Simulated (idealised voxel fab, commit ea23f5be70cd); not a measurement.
process module | voxel trench capacitor
cross-section cut | 165 nm wide | cells 5 nm
A cross-section is a grid of square cells, given in bands from the top down. A band is one or more rows of cells.
Each band's line starts with the height of the band's top and of its bottom, in nm. Then come its materials from left to right, each with its width in nm. One material with "throughout" fills the band from edge to edge. "air" is empty space.
Height 0 is the level under which the wafer as received is all one material. The lowest band goes on downwards, as in "0 down".
A width such as "30 to 40" changes by the same amount from each row of cells to the next, from the band's top row to its bottom row.
"no change" after a step means that no cell of the cross-section changed.
closed voids: empty space of 8 cells or more with no open way to the top, each as width x height at its distance from the left edge, in nm
after a step's settings: what the simulator itself notes on the step
overlay nm, on a step with a mask: how far to the right of its planned place the mask lay; to the left if negative
plan
1 op RECEIVE | material Si
2 op CONFORMAL_DEP | material SiN | thk nm 5
3 op PATTERN | tone open | mask id TRENCH | material resist | width nm 15 | pitch nm 45 | thk nm 15 | overlay nm 0
4 op DIRECTIONAL_ETCH | etch materials SiN | depth nm 5
5 op DIRECTIONAL_ETCH | etch materials Si | depth nm 25
6 op STRIP | etch materials resist
7 op CONFORMAL_DEP | material SiO2 | thk nm 5
8 op FILL_DEP | material polySi | thk nm 10
9 op CMP | height nm 5
varied across the wafers: width nm of step 3. The plan shows the first wafer's value. All wafers start alike
first wafer as received, after step 1
  0 down: Si throughout
  closed voids: none
first wafer at the end, after step 9
  5 to 0: SiN 55 | SiO2 5 | polySi 5 | SiO2 5 | SiN 30 | SiO2 5 | polySi 5 | SiO2 5 | SiN 50
  0 to -20: Si 55 | SiO2 5 | polySi 5 | SiO2 5 | Si 30 | SiO2 5 | polySi 5 | SiO2 5 | Si 50
  -20 to -25: Si 55 | SiO2 15 | Si 30 | SiO2 15 | Si 50
  -25 down: Si throughout
  closed voids: none
last wafer at the end
  5 to 0: SiN 45 | SiO2 5 | polySi 20 | SiO2 5 | SiN 15 | SiO2 5 | polySi 20 | SiO2 5 | SiN 45
  0 to -20: Si 45 | SiO2 5 | polySi 20 | SiO2 5 | Si 15 | SiO2 5 | polySi 20 | SiO2 5 | Si 45
  -20 to -25: Si 45 | SiO2 30 | Si 15 | SiO2 30 | Si 45
  -25 down: Si throughout
  closed voids: none
each wafer at the end: cells of each material gained (+) or lost (-) since it was received, then its closed voids
width nm 15 | -30 Si | +27 SiN | +26 SiO2 | +10 polySi | closed voids: none
width nm 20 | -40 Si | +25 SiN | +28 SiO2 | +20 polySi | closed voids: none
width nm 25 | -50 Si | +23 SiN | +30 SiO2 | +30 polySi | closed voids: none
width nm 30 | -60 Si | +21 SiN | +32 SiO2 | +40 polySi | closed voids: none
